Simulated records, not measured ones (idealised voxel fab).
process module | voxel wiring stack
cross-section cut | 255 nm wide | cells 5 nm
A cross-section is a grid of square cells, given in bands from the top down. A band is one or more rows of cells.
Each band's line starts with the height of the band's top and of its bottom, in nm. Then come its materials from left to right, each with its width in nm. One material with "throughout" fills the band from edge to edge. "air" is empty space.
Height 0 is the level under which the wafer as received is all one material. The lowest band goes on downwards, as in "0 down".
A width such as "30 to 40" changes by the same amount from each row of cells to the next, from the band's top row to its bottom row.
"no change" after a step means that no cell of the cross-section changed.
closed voids: empty space of 8 cells or more with no open way to the top, each as width x height at its distance from the left edge, in nm
after a step's settings: what the simulator itself notes on the step
overlay nm, on a step with a mask: how far to the right of its planned place the mask lay; to the left if negative
plan
1 op RECEIVE | material Si
2 op CONFORMAL_DEP | material SiO2 | thk nm 10
3 op DIRECTIONAL_DEP | material TiN | thk nm 5
4 op DIRECTIONAL_DEP | material Ru | thk nm 25
5 op PATTERN | tone cover | mask id METAL_1 | material resist | width nm 25 | pitch nm 55 | thk nm 15 | overlay nm 0
6 op DIRECTIONAL_ETCH | etch materials Ru | depth nm 25
7 op DIRECTIONAL_ETCH | etch materials TiN | depth nm 5
8 op STRIP | etch materials resist
9 op FILL_DEP | material SiO2 | thk nm 5
10 op CMP | height nm 40
11 op CONFORMAL_DEP | material SiCN | thk nm 5
12 op DIRECTIONAL_DEP | material lowk | thk nm 20
13 op MASKED_ETCH | tone open | mask id PLUG_1 | width nm 15 | pitch nm 55 | etch materials lowk | depth nm 20 | overlay nm 0
14 op MASKED_ETCH | tone open | mask id PLUG_1 | width nm 15 | pitch nm 55 | etch materials SiCN | depth nm 5 | overlay nm 0
15 op CONFORMAL_DEP | material TiN | thk nm 5
16 op FILL_DEP | material W | thk nm 5
17 op CMP | height nm 65
18 op CONFORMAL_DEP | material SiN | thk nm 5
19 op DIRECTIONAL_DEP | material lowk | thk nm 20
20 op MASKED_ETCH | tone open | mask id METAL_2 | width nm 25 | pitch nm 55 | etch materials lowk | depth nm 20 | overlay nm 0
21 op MASKED_ETCH | tone open | mask id METAL_2 | width nm 25 | pitch nm 55 | etch materials SiN | depth nm 5 | overlay nm 0
22 op CONFORMAL_DEP | material TiN | thk nm 5
23 op FILL_DEP | material Cu | thk nm 10
24 op CMP | height nm 90
25 op CONFORMAL_DEP | material SiCN | thk nm 5
first wafer, as planned
as received, after step 1
  0 down: Si throughout
  closed voids: none
after step 2
  10 to 0: SiO2 throughout
  below 0: unchanged
after step 3
  15 to 10: TiN throughout
  below 10: unchanged
after step 4
  40 to 15: Ru throughout
  below 15: unchanged
after step 5
  55 to 40: air 30 | resist 25 | air 30 | resist 25 | air 30 | resist 25 | air 30 | resist 25 | air 35
  below 40: unchanged
after step 6
  55 to 40: air 30 | resist 25 | air 30 | resist 25 | air 30 | resist 25 | air 30 | resist 25 | air 35
  40 to 15: air 30 | Ru 25 | air 30 | Ru 25 | air 30 | Ru 25 | air 30 | Ru 25 | air 35
  below 15: unchanged
after step 7
  55 to 40: air 30 | resist 25 | air 30 | resist 25 | air 30 | resist 25 | air 30 | resist 25 | air 35
  40 to 15: air 30 | Ru 25 | air 30 | Ru 25 | air 30 | Ru 25 | air 30 | Ru 25 | air 35
  15 to 10: air 30 | TiN 25 | air 30 | TiN 25 | air 30 | TiN 25 | air 30 | TiN 25 | air 35
  below 10: unchanged
after step 8
  40 to 15: air 30 | Ru 25 | air 30 | Ru 25 | air 30 | Ru 25 | air 30 | Ru 25 | air 35
  below 15: unchanged
after step 9
  45 to 40: SiO2 throughout
  40 to 15: SiO2 30 | Ru 25 | SiO2 30 | Ru 25 | SiO2 30 | Ru 25 | SiO2 30 | Ru 25 | SiO2 35
  15 to 10: SiO2 30 | TiN 25 | SiO2 30 | TiN 25 | SiO2 30 | TiN 25 | SiO2 30 | TiN 25 | SiO2 35
  below 10: unchanged
after step 10
  40 to 15: SiO2 30 | Ru 25 | SiO2 30 | Ru 25 | SiO2 30 | Ru 25 | SiO2 30 | Ru 25 | SiO2 35
  below 15: unchanged
after step 11
  45 to 40: SiCN throughout
  below 40: unchanged
after step 12
  65 to 45: lowk throughout
  below 45: unchanged
after step 13
  65 to 45: lowk 30 | air 15 | lowk 40 | air 15 | lowk 40 | air 15 | lowk 40 | air 15 | lowk 45
  below 45: unchanged
after step 14
  65 to 45: lowk 30 | air 15 | lowk 40 | air 15 | lowk 40 | air 15 | lowk 40 | air 15 | lowk 45
  45 to 40: SiCN 30 | air 15 | SiCN 40 | air 15 | SiCN 40 | air 15 | SiCN 40 | air 15 | SiCN 45
  below 40: unchanged
after step 15
  70 to 65: TiN 35 | air 5 | TiN 50 | air 5 | TiN 50 | air 5 | TiN 50 | air 5 | TiN 50
  65 to 45: lowk 30 | TiN 5 | air 5 | TiN 5 | lowk 40 | TiN 5 | air 5 | TiN 5 | lowk 40 | TiN 5 | air 5 | TiN 5 | lowk 40 | TiN 5 | air 5 | TiN 5 | lowk 45
  45 to 40: SiCN 30 | TiN 15 | SiCN 40 | TiN 15 | SiCN 40 | TiN 15 | SiCN 40 | TiN 15 | SiCN 45
  below 40: unchanged
after step 16
  75 to 70: W throughout
  70 to 65: TiN 35 | W 5 | TiN 50 | W 5 | TiN 50 | W 5 | TiN 50 | W 5 | TiN 50
  65 to 45: lowk 30 | TiN 5 | W 5 | TiN 5 | lowk 40 | TiN 5 | W 5 | TiN 5 | lowk 40 | TiN 5 | W 5 | TiN 5 | lowk 40 | TiN 5 | W 5 | TiN 5 | lowk 45
  below 45: unchanged
after step 17
  65 to 45: lowk 30 | TiN 5 | W 5 | TiN 5 | lowk 40 | TiN 5 | W 5 | TiN 5 | lowk 40 | TiN 5 | W 5 | TiN 5 | lowk 40 | TiN 5 | W 5 | TiN 5 | lowk 45
  below 45: unchanged
after step 18
  70 to 65: SiN throughout
  below 65: unchanged
after step 19
  90 to 70: lowk throughout
  below 70: unchanged
after step 20
  90 to 70: lowk 30 | air 25 | lowk 30 | air 25 | lowk 30 | air 25 | lowk 30 | air 25 | lowk 35
  below 70: unchanged
after step 21
  90 to 70: lowk 30 | air 25 | lowk 30 | air 25 | lowk 30 | air 25 | lowk 30 | air 25 | lowk 35
  70 to 65: SiN 30 | air 25 | SiN 30 | air 25 | SiN 30 | air 25 | SiN 30 | air 25 | SiN 35
  below 65: unchanged
after step 22
  95 to 90: TiN 35 | air 15 | TiN 40 | air 15 | TiN 40 | air 15 | TiN 40 | air 15 | TiN 40
  90 to 70: lowk 30 | TiN 5 | air 15 | TiN 5 | lowk 30 | TiN 5 | air 15 | TiN 5 | lowk 30 | TiN 5 | air 15 | TiN 5 | lowk 30 | TiN 5 | air 15 | TiN 5 | lowk 35
  70 to 65: SiN 30 | TiN 25 | SiN 30 | TiN 25 | SiN 30 | TiN 25 | SiN 30 | TiN 25 | SiN 35
  below 65: unchanged
after step 23
  105 to 95: Cu throughout
  95 to 90: TiN 35 | Cu 15 | TiN 40 | Cu 15 | TiN 40 | Cu 15 | TiN 40 | Cu 15 | TiN 40
  90 to 70: lowk 30 | TiN 5 | Cu 15 | TiN 5 | lowk 30 | TiN 5 | Cu 15 | TiN 5 | lowk 30 | TiN 5 | Cu 15 | TiN 5 | lowk 30 | TiN 5 | Cu 15 | TiN 5 | lowk 35
  below 70: unchanged
after step 24
  90 to 70: lowk 30 | TiN 5 | Cu 15 | TiN 5 | lowk 30 | TiN 5 | Cu 15 | TiN 5 | lowk 30 | TiN 5 | Cu 15 | TiN 5 | lowk 30 | TiN 5 | Cu 15 | TiN 5 | lowk 35
  below 70: unchanged
after step 25
  95 to 90: SiCN throughout
  below 90: unchanged
second wafer: like start, like plan, one mistake. Through step 2 it matches the first wafer
when step 3 should have ended
  15 to 10: W throughout
  below 10: unchanged
when step 4 should have ended
  40 to 15: Ru throughout
  below 15: unchanged
when step 5 should have ended
  55 to 40: air 30 | resist 25 | air 30 | resist 25 | air 30 | resist 25 | air 30 | resist 25 | air 35
  below 40: unchanged
when step 6 should have ended
  55 to 40: air 30 | resist 25 | air 30 | resist 25 | air 30 | resist 25 | air 30 | resist 25 | air 35
  40 to 15: air 30 | Ru 25 | air 30 | Ru 25 | air 30 | Ru 25 | air 30 | Ru 25 | air 35
  below 15: unchanged
when step 7 should have ended: no change
when step 8 should have ended
  40 to 15: air 30 | Ru 25 | air 30 | Ru 25 | air 30 | Ru 25 | air 30 | Ru 25 | air 35
  below 15: unchanged
when step 9 should have ended
  45 to 40: SiO2 throughout
  40 to 15: SiO2 30 | Ru 25 | SiO2 30 | Ru 25 | SiO2 30 | Ru 25 | SiO2 30 | Ru 25 | SiO2 35
  below 15: unchanged
when step 10 should have ended
  40 to 15: SiO2 30 | Ru 25 | SiO2 30 | Ru 25 | SiO2 30 | Ru 25 | SiO2 30 | Ru 25 | SiO2 35
  below 15: unchanged
when step 11 should have ended
  45 to 40: SiCN throughout
  below 40: unchanged
when step 12 should have ended
  65 to 45: lowk throughout
  below 45: unchanged
when step 13 should have ended
  65 to 45: lowk 30 | air 15 | lowk 40 | air 15 | lowk 40 | air 15 | lowk 40 | air 15 | lowk 45
  below 45: unchanged
when step 14 should have ended
  65 to 45: lowk 30 | air 15 | lowk 40 | air 15 | lowk 40 | air 15 | lowk 40 | air 15 | lowk 45
  45 to 40: SiCN 30 | air 15 | SiCN 40 | air 15 | SiCN 40 | air 15 | SiCN 40 | air 15 | SiCN 45
  below 40: unchanged
when step 15 should have ended
  70 to 65: TiN 35 | air 5 | TiN 50 | air 5 | TiN 50 | air 5 | TiN 50 | air 5 | TiN 50
  65 to 45: lowk 30 | TiN 5 | air 5 | TiN 5 | lowk 40 | TiN 5 | air 5 | TiN 5 | lowk 40 | TiN 5 | air 5 | TiN 5 | lowk 40 | TiN 5 | air 5 | TiN 5 | lowk 45
  45 to 40: SiCN 30 | TiN 15 | SiCN 40 | TiN 15 | SiCN 40 | TiN 15 | SiCN 40 | TiN 15 | SiCN 45
  below 40: unchanged
when step 16 should have ended
  75 to 70: W throughout
  70 to 65: TiN 35 | W 5 | TiN 50 | W 5 | TiN 50 | W 5 | TiN 50 | W 5 | TiN 50
  65 to 45: lowk 30 | TiN 5 | W 5 | TiN 5 | lowk 40 | TiN 5 | W 5 | TiN 5 | lowk 40 | TiN 5 | W 5 | TiN 5 | lowk 40 | TiN 5 | W 5 | TiN 5 | lowk 45
  below 45: unchanged
when step 17 should have ended
  65 to 45: lowk 30 | TiN 5 | W 5 | TiN 5 | lowk 40 | TiN 5 | W 5 | TiN 5 | lowk 40 | TiN 5 | W 5 | TiN 5 | lowk 40 | TiN 5 | W 5 | TiN 5 | lowk 45
  below 45: unchanged
when step 18 should have ended
  70 to 65: SiN throughout
  below 65: unchanged
when step 19 should have ended
  90 to 70: lowk throughout
  below 70: unchanged
when step 20 should have ended
  90 to 70: lowk 30 | air 25 | lowk 30 | air 25 | lowk 30 | air 25 | lowk 30 | air 25 | lowk 35
  below 70: unchanged
when step 21 should have ended
  90 to 70: lowk 30 | air 25 | lowk 30 | air 25 | lowk 30 | air 25 | lowk 30 | air 25 | lowk 35
  70 to 65: SiN 30 | air 25 | SiN 30 | air 25 | SiN 30 | air 25 | SiN 30 | air 25 | SiN 35
  below 65: unchanged
when step 22 should have ended
  95 to 90: TiN 35 | air 15 | TiN 40 | air 15 | TiN 40 | air 15 | TiN 40 | air 15 | TiN 40
  90 to 70: lowk 30 | TiN 5 | air 15 | TiN 5 | lowk 30 | TiN 5 | air 15 | TiN 5 | lowk 30 | TiN 5 | air 15 | TiN 5 | lowk 30 | TiN 5 | air 15 | TiN 5 | lowk 35
  70 to 65: SiN 30 | TiN 25 | SiN 30 | TiN 25 | SiN 30 | TiN 25 | SiN 30 | TiN 25 | SiN 35
  below 65: unchanged
when step 23 should have ended
  105 to 95: Cu throughout
  95 to 90: TiN 35 | Cu 15 | TiN 40 | Cu 15 | TiN 40 | Cu 15 | TiN 40 | Cu 15 | TiN 40
  90 to 70: lowk 30 | TiN 5 | Cu 15 | TiN 5 | lowk 30 | TiN 5 | Cu 15 | TiN 5 | lowk 30 | TiN 5 | Cu 15 | TiN 5 | lowk 30 | TiN 5 | Cu 15 | TiN 5 | lowk 35
  below 70: unchanged
when step 24 should have ended
  90 to 70: lowk 30 | TiN 5 | Cu 15 | TiN 5 | lowk 30 | TiN 5 | Cu 15 | TiN 5 | lowk 30 | TiN 5 | Cu 15 | TiN 5 | lowk 30 | TiN 5 | Cu 15 | TiN 5 | lowk 35
  below 70: unchanged
when step 25 should have ended
  95 to 90: SiCN throughout
  below 90: unchanged
what went wrong: step 3 ran as: op DIRECTIONAL_DEP | material W | thk nm 5
at the end the second wafer has, in cells: 31 fewer of SiO2 | 20 fewer of TiN | 51 more of W
